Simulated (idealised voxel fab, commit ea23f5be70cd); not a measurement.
Process module in this document: voxel fin reveal
The width of the displayed cross-section, cut, is 140 nm; its cells are square, with a size of 5 nm.
Bands, listed from the top down, are how a cross-section gets written in this document; the cross-section itself is a grid of square cells, and a band is one or more rows of them.
Read a band's entry like this: the first values are the height of its top and the height of its bottom in nm, and what follows is the sequence of materials from left to right, each with its width in nm. Note that "air" is empty space, and that a single material marked "edge to edge" reaches across the band from edge to edge.
Where do heights start? At 0: under that level the wafer as delivered is made of one material only. And the lowest band has no floor; it just carries on downward, as in "top 0, no bottom".
Width "30->40": first value at the band's top row of cells, second value at its bottom row, equal change from row to row.
A step reported as "identical to before" is a step in which no cell of the cross-section changed.
Voids not open to the top, 8 cells minimum: see "Fully enclosed voids". Written width x height at distance; distance is from the left edge; nm.
That trailing text on a step's line, after the settings, is the simulator's own remark on the step.
overlay nm: mask offset rightward from planned place, masked step; negative means leftward offset.

Here's what the planned process steps look like
1,RECEIVE [material Si]
2,CONFORMAL_DEP [material SiN] [thk nm 10]
3,MASKED_ETCH [tone cover] [mask id FINS] [width nm 15] [pitch nm 35] [etch materials SiN] [depth nm 10] [overlay nm 0]
4,MASKED_ETCH [tone cover] [mask id FINS] [width nm 15] [pitch nm 35] [etch materials Si] [depth nm 20] [overlay nm 0]
5,FILL_DEP [material SiO2] [thk nm 5]
6,CMP [height nm 10]
7,SELECTIVE_ETCH [etch materials SiO2] [depth nm 25]
8,STRIP [etch materials SiN]
For this document, wafers share an identical start and vary in the step 4 depth nm; the plan quotes the first wafer's value.

First wafer of several, as received: cross-section after step 1
    top 0, no bottom  Si edge to edge
    Fully enclosed voids: none

The table below has one row for each wafer; a row shows, as of the end of the module, how many cells of each material the wafer has gained, marked (+), or lost, marked (-), since it was received, and then the wafer's closed voids
depth nm 20 | -88 Si | +22 SiO2 | Fully enclosed voids: none
depth nm 25 | -110 Si | +44 SiO2 | Fully enclosed voids: none
depth nm 30 | -132 Si | +66 SiO2 | Fully enclosed voids: none
depth nm 35 | -154 Si | +88 SiO2 | Fully enclosed voids: none
depth nm 40 | -176 Si | +110 SiO2 | Fully enclosed voids: none
depth nm 45 | -198 Si | +132 SiO2 | Fully enclosed voids: none
